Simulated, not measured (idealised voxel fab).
This section sets out a process module, namely voxel quadruple lines.
Cross-sectional view cut (width: 215 nm; square cell size: 5 nm).
Heads up, the way a cross-section reads in here is a grid of square cells, handed over as bands from the top down, with every band being one or more rows of cells. The entry gives the band's vertical extent as a top height and a bottom height in nm, then its horizontal make-up as materials from left to right, each with a width in nm. "empty" stands for empty space; a single material marked "edge to edge" fills the band edge to edge. Height datum 0, below which the as-received substrate wafer is one material. Lowest band open at the bottom, running downward: "0 nm and below". The notation "30->40" denotes a width that varies across the rows of cells in the band, beginning at the first number in the top row, finishing at the second number in the bottom row, and changing by an identical amount from each row to the next. The designation "left unchanged", where it is given for a processing step, indicates that no cell of the cross-section was altered in the course of that step. In "Sealed void inventory" the enclosed voids are listed, meaning empty spaces of 8 cells or larger without any opening to the top. The form is width x height at distance, distance from the left edge, units nm. Formally, on a step line, whatever follows the settings is a remark that the simulator itself makes on the step. The setting "overlay nm" may be written on the line of a step. When the step uses a mask, the value reports how far to the right of the planned place the mask lay, and a negative value reports that it lay to the left.
[Planned process steps]
1,RECEIVE: material Si
2,CONFORMAL_DEP: material Al2O3, thk nm 5
3,DIRECTIONAL_DEP: material TiN, thk nm 15
4,DIRECTIONAL_DEP: material polySi, thk nm 15
5,DIRECTIONAL_DEP: material aC, thk nm 20
6,PATTERN: tone cover, mask id MANDREL, material resist, width nm 15, thk nm 30, overlay nm 0
7,DIRECTIONAL_ETCH: etch materials aC, depth nm 20
8,STRIP: etch materials resist
9,CONFORMAL_DEP: material SiO2, thk nm 10
10,DIRECTIONAL_ETCH: etch materials SiO2, depth nm 10
11,STRIP: etch materials aC
12,DIRECTIONAL_ETCH: etch materials polySi, depth nm 15
13,STRIP: etch materials SiO2
14,CONFORMAL_DEP: material SiCN, thk nm 5
15,DIRECTIONAL_ETCH: etch materials SiCN, depth nm 5
16,STRIP: etch materials polySi
17,DIRECTIONAL_ETCH: etch materials TiN, depth nm 15
18,STRIP: etch materials SiCN
Quick note for whoever runs this: the wafers start identical, but the width nm at step 6 isn't the same across them. The plan just shows what the first wafer had.
[Cross-section of the first of several wafers as received (after step 1)]
> 0 nm and below  Si edge to edge
> Sealed void inventory: none
[What follows is a table in which each wafer occupies a row; for the wafer as it stands at the close of the module, the row states, material by material, how many cells have been gained (+) or lost (-) since receipt, and then gives its closed voids]
width nm 15 | +43 Al2O3 | +12 TiN | Sealed void inventory: none
width nm 20 | +43 Al2O3 | +12 TiN | Sealed void inventory: none
width nm 25 | +43 Al2O3 | +12 TiN | Sealed void inventory: none
width nm 30 | +43 Al2O3 | +12 TiN | Sealed void inventory: none
width nm 35 | +43 Al2O3 | +12 TiN | Sealed void inventory: none
